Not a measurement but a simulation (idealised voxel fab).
Title: Process Module voxel wiring stack
Each square cell in cross-section cut measures 5 nm, and the section as a whole is 250 nm wide.
Cross-section, as written here: a square-cell grid given band by band from the top down, where a band holds one or more rows of cells.
Read a band's entry like this: the first values are the height of its top and the height of its bottom in nm, and what follows is the sequence of materials from left to right, each with its width in nm. Note that "air" is empty space, and that a single material marked "everywhere" reaches across the band from edge to edge.
A quick word on heights: they are counted from 0, and under that level the wafer as it came to us is one material throughout. The lowest band is different from the rest in having no bottom; it simply continues downward, written as in "0..down".
The notation "30..40" denotes a width that varies across the rows of cells in the band, beginning at the first number in the top row, finishing at the second number in the bottom row, and changing by an identical amount from each row to the next.
"no change occurred" -> step changed no cross-section cell.
Closed empty spaces (no open way to the top) of 8 cells or more are what "Listed closed voids" lists, each as width x height at distance from the left edge, nm for all three.
Past the settings on a step's line: simulator remark, on that step.
When a step includes a mask, the "overlay nm" setting on its line states how far to the right of its planned place that mask lay, and negative values state how far to the left.

Process steps foreseen in the plan:
step 1: RECEIVE [material Si]
step 2: CONFORMAL_DEP [material SiO2] [thk nm 10]
step 3: CONFORMAL_DEP [material SiCN] [thk nm 5]
step 4: DIRECTIONAL_DEP [material lowk] [thk nm 15]
step 5: DIRECTIONAL_DEP [material aC] [thk nm 15]
step 6: PATTERN [tone open] [mask id METAL_1] [material resist] [width nm 20] [pitch nm 40] [thk nm 35] [overlay nm 0]
step 7: DIRECTIONAL_ETCH [etch materials aC] [depth nm 15]
step 8: STRIP [etch materials resist]
step 9: DIRECTIONAL_ETCH [etch materials lowk] [depth nm 15]
step 10: DIRECTIONAL_ETCH [etch materials SiCN] [depth nm 5]
step 11: STRIP [etch materials aC]
step 12: CONFORMAL_DEP [material TiN] [thk nm 5]
step 13: FILL_DEP [material W] [thk nm 5]
step 14: CMP [height nm 30]
step 15: CONFORMAL_DEP [material SiCN] [thk nm 5]
step 16: DIRECTIONAL_DEP [material SiO2] [thk nm 10]
step 17: DIRECTIONAL_DEP [material aC] [thk nm 10]
step 18: PATTERN [tone open] [mask id PLUG_1] [material resist] [width nm 15] [pitch nm 40] [thk nm 30] [overlay nm 0]
step 19: DIRECTIONAL_ETCH [etch materials aC] [depth nm 10]
step 20: STRIP [etch materials resist]
step 21: DIRECTIONAL_ETCH [etch materials SiO2] [depth nm 10]
step 22: DIRECTIONAL_ETCH [etch materials SiCN] [depth nm 5]
step 23: STRIP [etch materials aC]
step 24: CONFORMAL_DEP [material TiN] [thk nm 5]
step 25: FILL_DEP [material Cu] [thk nm 10]
step 26: CMP [height nm 45]
step 27: CONFORMAL_DEP [material SiCN] [thk nm 5]
step 28: DIRECTIONAL_DEP [material SiO2] [thk nm 15]
step 29: DIRECTIONAL_DEP [material aC] [thk nm 15]
step 30: PATTERN [tone open] [mask id METAL_2] [material resist] [width nm 20] [pitch nm 40] [thk nm 35] [overlay nm 0]
step 31: DIRECTIONAL_ETCH [etch materials aC] [depth nm 15]
step 32: STRIP [etch materials resist]
step 33: DIRECTIONAL_ETCH [etch materials SiO2] [depth nm 15]
step 34: DIRECTIONAL_ETCH [etch materials SiCN] [depth nm 5]
step 35: STRIP [etch materials aC]
step 36: CONFORMAL_DEP [material TiN] [thk nm 5]
step 37: FILL_DEP [material Ru] [thk nm 5]
step 38: CMP [height nm 65]
step 39: CONFORMAL_DEP [material SiCN] [thk nm 5]
step 40: DIRECTIONAL_DEP [material lowk] [thk nm 35]
step 41: DIRECTIONAL_DEP [material aC] [thk nm 10]
step 42: PATTERN [tone open] [mask id METAL_3_HOLES] [material resist] [width nm 15] [pitch nm 40] [thk nm 25] [overlay nm 0]
step 43: DIRECTIONAL_ETCH [etch materials aC] [depth nm 10]
step 44: STRIP [etch materials resist]
step 45: DIRECTIONAL_ETCH [etch materials lowk] [depth nm 35]
step 46: STRIP [etch materials aC]
step 47: PATTERN [tone open] [mask id METAL_3] [material resist] [width nm 20] [pitch nm 40] [thk nm 20] [overlay nm 0]
step 48: DIRECTIONAL_ETCH [etch materials lowk] [depth nm 20]
step 49: DIRECTIONAL_ETCH [etch materials SiCN] [depth nm 5]
step 50: STRIP [etch materials resist]
step 51: CONFORMAL_DEP [material TiN] [thk nm 5]
step 52: FILL_DEP [material Cu] [thk nm 5]
step 53: CMP [height nm 105]
step 54: CONFORMAL_DEP [material SiN] [thk nm 5]

First out of two wafers; run went to plan:

So this is the incoming wafer in cross-section - it's already been through step 1:
> 0..down  Si everywhere
> Listed closed voids: none

The wafer in cross-section once step 2 is complete:
> 10..0  SiO2 everywhere
> Unchanged below 0.

The wafer in cross-section once step 3 is complete:
> 15..10  SiCN everywhere
> Unchanged below 10.

The wafer in cross-section once step 4 is complete:
> 30..15  lowk everywhere
> Unchanged below 15.

The wafer in cross-section once step 5 is complete:
> 45..30  aC everywhere
> Unchanged below 30.

The wafer in cross-section once step 6 is complete:
> 80..45  resist (75), air (20), resist (20), air (20), resist (20), air (20), resist (75)
> Unchanged below 45.

The wafer in cross-section once step 7 is complete:
> 65..45  resist (75), air (20), resist (20), air (20), resist (20), air (20), resist (75)
> 45..30  aC (75), air (20), aC (20), air (20), aC (20), air (20), aC (75)
> Unchanged below 30.

The wafer in cross-section once step 8 is complete:
> 45..30  aC (75), air (20), aC (20), air (20), aC (20), air (20), aC (75)
> Unchanged below 30.

The wafer in cross-section once step 9 is complete:
> 45..30  aC (75), air (20), aC (20), air (20), aC (20), air (20), aC (75)
> 30..15  lowk (75), air (20), lowk (20), air (20), lowk (20), air (20), lowk (75)
> Unchanged below 15.

The wafer in cross-section once step 10 is complete:
> 45..30  aC (75), air (20), aC (20), air (20), aC (20), air (20), aC (75)
> 30..15  lowk (75), air (20), lowk (20), air (20), lowk (20), air (20), lowk (75)
> 15..10  SiCN (75), air (20), SiCN (20), air (20), SiCN (20), air (20), SiCN (75)
> Unchanged below 10.

The wafer in cross-section once step 11 is complete:
> 30..15  lowk (75), air (20), lowk (20), air (20), lowk (20), air (20), lowk (75)
> Unchanged below 15.

The wafer in cross-section once step 12 is complete:
> 35..30  TiN (80), air (10), TiN (30), air (10), TiN (30), air (10), TiN (80)
> 30..15  lowk (75), TiN (5), air (10), TiN (5), lowk (20), TiN (5), air (10), TiN (5), lowk (20), TiN (5), air (10), TiN (5), lowk (75)
> 15..10  SiCN (75), TiN (20), SiCN (20), TiN (20), SiCN (20), TiN (20), SiCN (75)
> Unchanged below 10.

The wafer in cross-section once step 13 is complete:
> 40..35  W everywhere
> 35..30  TiN (80), W (10), TiN (30), W (10), TiN (30), W (10), TiN (80)
> 30..15  lowk (75), TiN (5), W (10), TiN (5), lowk (20), TiN (5), W (10), TiN (5), lowk (20), TiN (5), W (10), TiN (5), lowk (75)
> Unchanged below 15.

The wafer in cross-section once step 14 is complete:
> 30..15  lowk (75), TiN (5), W (10), TiN (5), lowk (20), TiN (5), W (10), TiN (5), lowk (20), TiN (5), W (10), TiN (5), lowk (75)
> Unchanged below 15.

The wafer in cross-section once step 15 is complete:
> 35..30  SiCN everywhere
> Unchanged below 30.

The wafer in cross-section once step 16 is complete:
> 45..35  SiO2 everywhere
> Unchanged below 35.

The wafer in cross-section once step 17 is complete:
> 55..45  aC everywhere
> Unchanged below 45.

The wafer in cross-section once step 18 is complete:
> 85..55  resist (75), air (15), resist (25), air (15), resist (25), air (15), resist (80)
> Unchanged below 55.

The wafer in cross-section once step 19 is complete:
> 75..55  resist (75), air (15), resist (25), air (15), resist (25), air (15), resist (80)
> 55..45  aC (75), air (15), aC (25), air (15), aC (25), air (15), aC (80)
> Unchanged below 45.

The wafer in cross-section once step 20 is complete:
> 55..45  aC (75), air (15), aC (25), air (15), aC (25), air (15), aC (80)
> Unchanged below 45.

The wafer in cross-section once step 21 is complete:
> 55..45  aC (75), air (15), aC (25), air (15), aC (25), air (15), aC (80)
> 45..35  SiO2 (75), air (15), SiO2 (25), air (15), SiO2 (25), air (15), SiO2 (80)
> Unchanged below 35.

The wafer in cross-section once step 22 is complete:
> 55..45  aC (75), air (15), aC (25), air (15), aC (25), air (15), aC (80)
> 45..35  SiO2 (75), air (15), SiO2 (25), air (15), SiO2 (25), air (15), SiO2 (80)
> 35..30  SiCN (75), air (15), SiCN (25), air (15), SiCN (25), air (15), SiCN (80)
> Unchanged below 30.

The wafer in cross-section once step 23 is complete:
> 45..35  SiO2 (75), air (15), SiO2 (25), air (15), SiO2 (25), air (15), SiO2 (80)
> Unchanged below 35.

The wafer in cross-section once step 24 is complete:
> 50..45  TiN (80), air (5), TiN (35), air (5), TiN (35), air (5), TiN (85)
> 45..35  SiO2 (75), TiN (5), air (5), TiN (5), SiO2 (25), TiN (5), air (5), TiN (5), SiO2 (25), TiN (5), air (5), TiN (5), SiO2 (80)
> 35..30  SiCN (75), TiN (15), SiCN (25), TiN (15), SiCN (25), TiN (15), SiCN (80)
> Unchanged below 30.

The wafer in cross-section once step 25 is complete:
> 60..50  Cu everywhere
> 50..45  TiN (80), Cu (5), TiN (35), Cu (5), TiN (35), Cu (5), TiN (85)
> 45..35  SiO2 (75), TiN (5), Cu (5), TiN (5), SiO2 (25), TiN (5), Cu (5), TiN (5), SiO2 (25), TiN (5), Cu (5), TiN (5), SiO2 (80)
> Unchanged below 35.

The wafer in cross-section once step 26 is complete:
> 45..35  SiO2 (75), TiN (5), Cu (5), TiN (5), SiO2 (25), TiN (5), Cu (5), TiN (5), SiO2 (25), TiN (5), Cu (5), TiN (5), SiO2 (80)
> Unchanged below 35.

The wafer in cross-section once step 27 is complete:
> 50..45  SiCN everywhere
> Unchanged below 45.

The wafer in cross-section once step 28 is complete:
> 65..50  SiO2 everywhere
> Unchanged below 50.

The wafer in cross-section once step 29 is complete:
> 80..65  aC everywhere
> Unchanged below 65.

The wafer in cross-section once step 30 is complete:
> 115..80  resist (75), air (20), resist (20), air (20), resist (20), air (20), resist (75)
> Unchanged below 80.

The wafer in cross-section once step 31 is complete:
> 100..80  resist (75), air (20), resist (20), air (20), resist (20), air (20), resist (75)
> 80..65  aC (75), air (20), aC (20), air (20), aC (20), air (20), aC (75)
> Unchanged below 65.

The wafer in cross-section once step 32 is complete:
> 80..65  aC (75), air (20), aC (20), air (20), aC (20), air (20), aC (75)
> Unchanged below 65.

The wafer in cross-section once step 33 is complete:
> 80..65  aC (75), air (20), aC (20), air (20), aC (20), air (20), aC (75)
> 65..50  SiO2 (75), air (20), SiO2 (20), air (20), SiO2 (20), air (20), SiO2 (75)
> Unchanged below 50.

The wafer in cross-section once step 34 is complete:
> 80..65  aC (75), air (20), aC (20), air (20), aC (20), air (20), aC (75)
> 65..50  SiO2 (75), air (20), SiO2 (20), air (20), SiO2 (20), air (20), SiO2 (75)
> 50..45  SiCN (75), air (20), SiCN (20), air (20), SiCN (20), air (20), SiCN (75)
> Unchanged below 45.

The wafer in cross-section once step 35 is complete:
> 65..50  SiO2 (75), air (20), SiO2 (20), air (20), SiO2 (20), air (20), SiO2 (75)
> Unchanged below 50.

The wafer in cross-section once step 36 is complete:
> 70..65  TiN (80), air (10), TiN (30), air (10), TiN (30), air (10), TiN (80)
> 65..50  SiO2 (75), TiN (5), air (10), TiN (5), SiO2 (20), TiN (5), air (10), TiN (5), SiO2 (20), TiN (5), air (10), TiN (5), SiO2 (75)
> 50..45  SiCN (75), TiN (20), SiCN (20), TiN (20), SiCN (20), TiN (20), SiCN (75)
> Unchanged below 45.

The wafer in cross-section once step 37 is complete:
> 75..70  Ru everywhere
> 70..65  TiN (80), Ru (10), TiN (30), Ru (10), TiN (30), Ru (10), TiN (80)
> 65..50  SiO2 (75), TiN (5), Ru (10), TiN (5), SiO2 (20), TiN (5), Ru (10), TiN (5), SiO2 (20), TiN (5), Ru (10), TiN (5), SiO2 (75)
> Unchanged below 50.

The wafer in cross-section once step 38 is complete:
> 65..50  SiO2 (75), TiN (5), Ru (10), TiN (5), SiO2 (20), TiN (5), Ru (10), TiN (5), SiO2 (20), TiN (5), Ru (10), TiN (5), SiO2 (75)
> Unchanged below 50.

The wafer in cross-section once step 39 is complete:
> 70..65  SiCN everywhere
> Unchanged below 65.

The wafer in cross-section once step 40 is complete:
> 105..70  lowk everywhere
> Unchanged below 70.

The wafer in cross-section once step 41 is complete:
> 115..105  aC everywhere
> Unchanged below 105.

The wafer in cross-section once step 42 is complete:
> 140..115  resist (75), air (15), resist (25), air (15), resist (25), air (15), resist (80)
> Unchanged below 115.

The wafer in cross-section once step 43 is complete:
> 130..115  resist (75), air (15), resist (25), air (15), resist (25), air (15), resist (80)
> 115..105  aC (75), air (15), aC (25), air (15), aC (25), air (15), aC (80)
> Unchanged below 105.

The wafer in cross-section once step 44 is complete:
> 115..105  aC (75), air (15), aC (25), air (15), aC (25), air (15), aC (80)
> Unchanged below 105.

The wafer in cross-section once step 45 is complete:
> 115..105  aC (75), air (15), aC (25), air (15), aC (25), air (15), aC (80)
> 105..70  lowk (75), air (15), lowk (25), air (15), lowk (25), air (15), lowk (80)
> Unchanged below 70.

The wafer in cross-section once step 46 is complete:
> 105..70  lowk (75), air (15), lowk (25), air (15), lowk (25), air (15), lowk (80)
> Unchanged below 70.

The wafer in cross-section once step 47 is complete:
> 125..105  resist (75), air (20), resist (20), air (20), resist (20), air (20), resist (75)
> Unchanged below 105.

The wafer in cross-section once step 48 is complete:
> 125..105  resist (75), air (20), resist (20), air (20), resist (20), air (20), resist (75)
> 105..85  lowk (75), air (20), lowk (20), air (20), lowk (20), air (20), lowk (75)
> Unchanged below 85.

The wafer in cross-section once step 49 is complete:
> 125..105  resist (75), air (20), resist (20), air (20), resist (20), air (20), resist (75)
> 105..85  lowk (75), air (20), lowk (20), air (20), lowk (20), air (20), lowk (75)
> 85..70  lowk (75), air (15), lowk (25), air (15), lowk (25), air (15), lowk (80)
> 70..65  SiCN (75), air (15), SiCN (25), air (15), SiCN (25), air (15), SiCN (80)
> Unchanged below 65.

The wafer in cross-section once step 50 is complete:
> 105..85  lowk (75), air (20), lowk (20), air (20), lowk (20), air (20), lowk (75)
> Unchanged below 85.

The wafer in cross-section once step 51 is complete:
> 110..105  TiN (80), air (10), TiN (30), air (10), TiN (30), air (10), TiN (80)
> 105..90  lowk (75), TiN (5), air (10), TiN (5), lowk (20), TiN (5), air (10), TiN (5), lowk (20), TiN (5), air (10), TiN (5), lowk (75)
> 90..85  lowk (75), TiN (5), air (5), TiN (10), lowk (20), TiN (5), air (5), TiN (10), lowk (20), TiN (5), air (5), TiN (10), lowk (75)
> 85..70  lowk (75), TiN (5), air (5), TiN (5), lowk (25), TiN (5), air (5), TiN (5), lowk (25), TiN (5), air (5), TiN (5), lowk (80)
> 70..65  SiCN (75), TiN (15), SiCN (25), TiN (15), SiCN (25), TiN (15), SiCN (80)
> Unchanged below 65.

The wafer in cross-section once step 52 is complete:
> 115..110  Cu everywhere
> 110..105  TiN (80), Cu (10), TiN (30), Cu (10), TiN (30), Cu (10), TiN (80)
> 105..90  lowk (75), TiN (5), Cu (10), TiN (5), lowk (20), TiN (5), Cu (10), TiN (5), lowk (20), TiN (5), Cu (10), TiN (5), lowk (75)
> 90..85  lowk (75), TiN (5), Cu (5), TiN (10), lowk (20), TiN (5), Cu (5), TiN (10), lowk (20), TiN (5), Cu (5), TiN (10), lowk (75)
> 85..70  lowk (75), TiN (5), Cu (5), TiN (5), lowk (25), TiN (5), Cu (5), TiN (5), lowk (25), TiN (5), Cu (5), TiN (5), lowk (80)
> Unchanged below 70.

The wafer in cross-section once step 53 is complete:
> 105..90  lowk (75), TiN (5), Cu (10), TiN (5), lowk (20), TiN (5), Cu (10), TiN (5), lowk (20), TiN (5), Cu (10), TiN (5), lowk (75)
> Unchanged below 90.

The wafer in cross-section once step 54 is complete:
> 110..105  SiN everywhere
> Unchanged below 105.

Second wafer - shared start and plan with the first - one error in running - same as the first up to step 1 inclusive:

Cross-section of the second wafer at the time step 2 of the plan should have ended:
> 5..0  SiO2 everywhere
> Unchanged below 0.

Cross-section of the second wafer at the time step 3 of the plan should have ended:
> 10..5  SiCN everywhere
> Unchanged below 5.

Cross-section of the second wafer at the time step 4 of the plan should have ended:
> 25..10  lowk everywhere
> Unchanged below 10.

Cross-section of the second wafer at the time step 5 of the plan should have ended:
> 40..25  aC everywhere
> Unchanged below 25.

Cross-section of the second wafer at the time step 6 of the plan should have ended:
> 75..40  resist (75), air (20), resist (20), air (20), resist (20), air (20), resist (75)
> Unchanged below 40.

Cross-section of the second wafer at the time step 7 of the plan should have ended:
> 60..40  resist (75), air (20), resist (20), air (20), resist (20), air (20), resist (75)
> 40..25  aC (75), air (20), aC (20), air (20), aC (20), air (20), aC (75)
> Unchanged below 25.

Cross-section of the second wafer at the time step 8 of the plan should have ended:
> 40..25  aC (75), air (20), aC (20), air (20), aC (20), air (20), aC (75)
> Unchanged below 25.

Cross-section of the second wafer at the time step 9 of the plan should have ended:
> 40..25  aC (75), air (20), aC (20), air (20), aC (20), air (20), aC (75)
> 25..10  lowk (75), air (20), lowk (20), air (20), lowk (20), air (20), lowk (75)
> Unchanged below 10.

Cross-section of the second wafer at the time step 10 of the plan should have ended:
> 40..25  aC (75), air (20), aC (20), air (20), aC (20), air (20), aC (75)
> 25..10  lowk (75), air (20), lowk (20), air (20), lowk (20), air (20), lowk (75)
> 10..5  SiCN (75), air (20), SiCN (20), air (20), SiCN (20), air (20), SiCN (75)
> Unchanged below 5.

Cross-section of the second wafer at the time step 11 of the plan should have ended:
> 25..10  lowk (75), air (20), lowk (20), air (20), lowk (20), air (20), lowk (75)
> Unchanged below 10.

Cross-section of the second wafer at the time step 12 of the plan should have ended:
> 30..25  TiN (80), air (10), TiN (30), air (10), TiN (30), air (10), TiN (80)
> 25..10  lowk (75), TiN (5), air (10), TiN (5), lowk (20), TiN (5), air (10), TiN (5), lowk (20), TiN (5), air (10), TiN (5), lowk (75)
> 10..5  SiCN (75), TiN (20), SiCN (20), TiN (20), SiCN (20), TiN (20), SiCN (75)
> Unchanged below 5.

Cross-section of the second wafer at the time step 13 of the plan should have ended:
> 35..30  W everywhere
> 30..25  TiN (80), W (10), TiN (30), W (10), TiN (30), W (10), TiN (80)
> 25..10  lowk (75), TiN (5), W (10), TiN (5), lowk (20), TiN (5), W (10), TiN (5), lowk (20), TiN (5), W (10), TiN (5), lowk (75)
> Unchanged below 10.

Cross-section of the second wafer at the time step 14 of the plan should have ended:
> 30..25  TiN (80), W (10), TiN (30), W (10), TiN (30), W (10), TiN (80)
> Unchanged below 25.

Cross-section of the second wafer at the time step 15 of the plan should have ended:
> 35..30  SiCN everywhere
> Unchanged below 30.

Cross-section of the second wafer at the time step 16 of the plan should have ended:
> 45..35  SiO2 everywhere
> Unchanged below 35.

Cross-section of the second wafer at the time step 17 of the plan should have ended:
> 55..45  aC everywhere
> Unchanged below 45.

Cross-section of the second wafer at the time step 18 of the plan should have ended:
> 85..55  resist (75), air (15), resist (25), air (15), resist (25), air (15), resist (80)
> Unchanged below 55.

Cross-section of the second wafer at the time step 19 of the plan should have ended:
> 75..55  resist (75), air (15), resist (25), air (15), resist (25), air (15), resist (80)
> 55..45  aC (75), air (15), aC (25), air (15), aC (25), air (15), aC (80)
> Unchanged below 45.

Cross-section of the second wafer at the time step 20 of the plan should have ended:
> 55..45  aC (75), air (15), aC (25), air (15), aC (25), air (15), aC (80)
> Unchanged below 45.

Cross-section of the second wafer at the time step 21 of the plan should have ended:
> 55..45  aC (75), air (15), aC (25), air (15), aC (25), air (15), aC (80)
> 45..35  SiO2 (75), air (15), SiO2 (25), air (15), SiO2 (25), air (15), SiO2 (80)
> Unchanged below 35.

Cross-section of the second wafer at the time step 22 of the plan should have ended:
> 55..45  aC (75), air (15), aC (25), air (15), aC (25), air (15), aC (80)
> 45..35  SiO2 (75), air (15), SiO2 (25), air (15), SiO2 (25), air (15), SiO2 (80)
> 35..30  SiCN (75), air (15), SiCN (25), air (15), SiCN (25), air (15), SiCN (80)
> Unchanged below 30.

Cross-section of the second wafer at the time step 23 of the plan should have ended:
> 45..35  SiO2 (75), air (15), SiO2 (25), air (15), SiO2 (25), air (15), SiO2 (80)
> Unchanged below 35.

Cross-section of the second wafer at the time step 24 of the plan should have ended:
> 50..45  TiN (80), air (5), TiN (35), air (5), TiN (35), air (5), TiN (85)
> 45..35  SiO2 (75), TiN (5), air (5), TiN (5), SiO2 (25), TiN (5), air (5), TiN (5), SiO2 (25), TiN (5), air (5), TiN (5), SiO2 (80)
> 35..30  SiCN (75), TiN (15), SiCN (25), TiN (15), SiCN (25), TiN (15), SiCN (80)
> Unchanged below 30.

Cross-section of the second wafer at the time step 25 of the plan should have ended:
> 60..50  Cu everywhere
> 50..45  TiN (80), Cu (5), TiN (35), Cu (5), TiN (35), Cu (5), TiN (85)
> 45..35  SiO2 (75), TiN (5), Cu (5), TiN (5), SiO2 (25), TiN (5), Cu (5), TiN (5), SiO2 (25), TiN (5), Cu (5), TiN (5), SiO2 (80)
> Unchanged below 35.

Cross-section of the second wafer at the time step 26 of the plan should have ended:
> 45..35  SiO2 (75), TiN (5), Cu (5), TiN (5), SiO2 (25), TiN (5), Cu (5), TiN (5), SiO2 (25), TiN (5), Cu (5), TiN (5), SiO2 (80)
> Unchanged below 35.

Cross-section of the second wafer at the time step 27 of the plan should have ended:
> 50..45  SiCN everywhere
> Unchanged below 45.

Cross-section of the second wafer at the time step 28 of the plan should have ended:
> 65..50  SiO2 everywhere
> Unchanged below 50.

Cross-section of the second wafer at the time step 29 of the plan should have ended:
> 80..65  aC everywhere
> Unchanged below 65.

Cross-section of the second wafer at the time step 30 of the plan should have ended:
> 115..80  resist (75), air (20), resist (20), air (20), resist (20), air (20), resist (75)
> Unchanged below 80.

Cross-section of the second wafer at the time step 31 of the plan should have ended:
> 100..80  resist (75), air (20), resist (20), air (20), resist (20), air (20), resist (75)
> 80..65  aC (75), air (20), aC (20), air (20), aC (20), air (20), aC (75)
> Unchanged below 65.

Cross-section of the second wafer at the time step 32 of the plan should have ended:
> 80..65  aC (75), air (20), aC (20), air (20), aC (20), air (20), aC (75)
> Unchanged below 65.

Cross-section of the second wafer at the time step 33 of the plan should have ended:
> 80..65  aC (75), air (20), aC (20), air (20), aC (20), air (20), aC (75)
> 65..50  SiO2 (75), air (20), SiO2 (20), air (20), SiO2 (20), air (20), SiO2 (75)
> Unchanged below 50.

Cross-section of the second wafer at the time step 34 of the plan should have ended:
> 80..65  aC (75), air (20), aC (20), air (20), aC (20), air (20), aC (75)
> 65..50  SiO2 (75), air (20), SiO2 (20), air (20), SiO2 (20), air (20), SiO2 (75)
> 50..45  SiCN (75), air (20), SiCN (20), air (20), SiCN (20), air (20), SiCN (75)
> Unchanged below 45.

Cross-section of the second wafer at the time step 35 of the plan should have ended:
> 65..50  SiO2 (75), air (20), SiO2 (20), air (20), SiO2 (20), air (20), SiO2 (75)
> Unchanged below 50.

Cross-section of the second wafer at the time step 36 of the plan should have ended:
> 70..65  TiN (80), air (10), TiN (30), air (10), TiN (30), air (10), TiN (80)
> 65..50  SiO2 (75), TiN (5), air (10), TiN (5), SiO2 (20), TiN (5), air (10), TiN (5), SiO2 (20), TiN (5), air (10), TiN (5), SiO2 (75)
> 50..45  SiCN (75), TiN (20), SiCN (20), TiN (20), SiCN (20), TiN (20), SiCN (75)
> Unchanged below 45.

Cross-section of the second wafer at the time step 37 of the plan should have ended:
> 75..70  Ru everywhere
> 70..65  TiN (80), Ru (10), TiN (30), Ru (10), TiN (30), Ru (10), TiN (80)
> 65..50  SiO2 (75), TiN (5), Ru (10), TiN (5), SiO2 (20), TiN (5), Ru (10), TiN (5), SiO2 (20), TiN (5), Ru (10), TiN (5), SiO2 (75)
> Unchanged below 50.

Cross-section of the second wafer at the time step 38 of the plan should have ended:
> 65..50  SiO2 (75), TiN (5), Ru (10), TiN (5), SiO2 (20), TiN (5), Ru (10), TiN (5), SiO2 (20), TiN (5), Ru (10), TiN (5), SiO2 (75)
> Unchanged below 50.

Cross-section of the second wafer at the time step 39 of the plan should have ended:
> 70..65  SiCN everywhere
> Unchanged below 65.

Cross-section of the second wafer at the time step 40 of the plan should have ended:
> 105..70  lowk everywhere
> Unchanged below 70.

Cross-section of the second wafer at the time step 41 of the plan should have ended:
> 115..105  aC everywhere
> Unchanged below 105.

Cross-section of the second wafer at the time step 42 of the plan should have ended:
> 140..115  resist (75), air (15), resist (25), air (15), resist (25), air (15), resist (80)
> Unchanged below 115.

Cross-section of the second wafer at the time step 43 of the plan should have ended:
> 130..115  resist (75), air (15), resist (25), air (15), resist (25), air (15), resist (80)
> 115..105  aC (75), air (15), aC (25), air (15), aC (25), air (15), aC (80)
> Unchanged below 105.

Cross-section of the second wafer at the time step 44 of the plan should have ended:
> 115..105  aC (75), air (15), aC (25), air (15), aC (25), air (15), aC (80)
> Unchanged below 105.

Cross-section of the second wafer at the time step 45 of the plan should have ended:
> 115..105  aC (75), air (15), aC (25), air (15), aC (25), air (15), aC (80)
> 105..70  lowk (75), air (15), lowk (25), air (15), lowk (25), air (15), lowk (80)
> Unchanged below 70.

Cross-section of the second wafer at the time step 46 of the plan should have ended:
> 105..70  lowk (75), air (15), lowk (25), air (15), lowk (25), air (15), lowk (80)
> Unchanged below 70.

Cross-section of the second wafer at the time step 47 of the plan should have ended:
> 125..105  resist (75), air (20), resist (20), air (20), resist (20), air (20), resist (75)
> Unchanged below 105.

Cross-section of the second wafer at the time step 48 of the plan should have ended:
> 125..105  resist (75), air (20), resist (20), air (20), resist (20), air (20), resist (75)
> 105..85  lowk (75), air (20), lowk (20), air (20), lowk (20), air (20), lowk (75)
> Unchanged below 85.

Cross-section of the second wafer at the time step 49 of the plan should have ended:
> 125..105  resist (75), air (20), resist (20), air (20), resist (20), air (20), resist (75)
> 105..85  lowk (75), air (20), lowk (20), air (20), lowk (20), air (20), lowk (75)
> 85..70  lowk (75), air (15), lowk (25), air (15), lowk (25), air (15), lowk (80)
> 70..65  SiCN (75), air (15), SiCN (25), air (15), SiCN (25), air (15), SiCN (80)
> Unchanged below 65.

Cross-section of the second wafer at the time step 50 of the plan should have ended:
> 105..85  lowk (75), air (20), lowk (20), air (20), lowk (20), air (20), lowk (75)
> Unchanged below 85.

Cross-section of the second wafer at the time step 51 of the plan should have ended:
> 110..105  TiN (80), air (10), TiN (30), air (10), TiN (30), air (10), TiN (80)
> 105..90  lowk (75), TiN (5), air (10), TiN (5), lowk (20), TiN (5), air (10), TiN (5), lowk (20), TiN (5), air (10), TiN (5), lowk (75)
> 90..85  lowk (75), TiN (5), air (5), TiN (10), lowk (20), TiN (5), air (5), TiN (10), lowk (20), TiN (5), air (5), TiN (10), lowk (75)
> 85..70  lowk (75), TiN (5), air (5), TiN (5), lowk (25), TiN (5), air (5), TiN (5), lowk (25), TiN (5), air (5), TiN (5), lowk (80)
> 70..65  SiCN (75), TiN (15), SiCN (25), TiN (15), SiCN (25), TiN (15), SiCN (80)
> Unchanged below 65.

Cross-section of the second wafer at the time step 52 of the plan should have ended:
> 115..110  Cu everywhere
> 110..105  TiN (80), Cu (10), TiN (30), Cu (10), TiN (30), Cu (10), TiN (80)
> 105..90  lowk (75), TiN (5), Cu (10), TiN (5), lowk (20), TiN (5), Cu (10), TiN (5), lowk (20), TiN (5), Cu (10), TiN (5), lowk (75)
> 90..85  lowk (75), TiN (5), Cu (5), TiN (10), lowk (20), TiN (5), Cu (5), TiN (10), lowk (20), TiN (5), Cu (5), TiN (10), lowk (75)
> 85..70  lowk (75), TiN (5), Cu (5), TiN (5), lowk (25), TiN (5), Cu (5), TiN (5), lowk (25), TiN (5), Cu (5), TiN (5), lowk (80)
> Unchanged below 70.

Cross-section of the second wafer at the time step 53 of the plan should have ended:
> 105..90  lowk (75), TiN (5), Cu (10), TiN (5), lowk (20), TiN (5), Cu (10), TiN (5), lowk (20), TiN (5), Cu (10), TiN (5), lowk (75)
> Unchanged below 90.

Cross-section of the second wafer at the time step 54 of the plan should have ended:
> 110..105  SiN everywhere
> Unchanged below 105.
What broke from the plan during processing? step 2 was run on a setting that differed from the plan, and what really ran there is CONFORMAL_DEP [material SiO2] [thk nm 5]
In the final state, the cell counts of the second wafer exceed or fall short of those of the first for the following materials: SiO2: 50 fewer, TiN: 44 more, W: 6 more
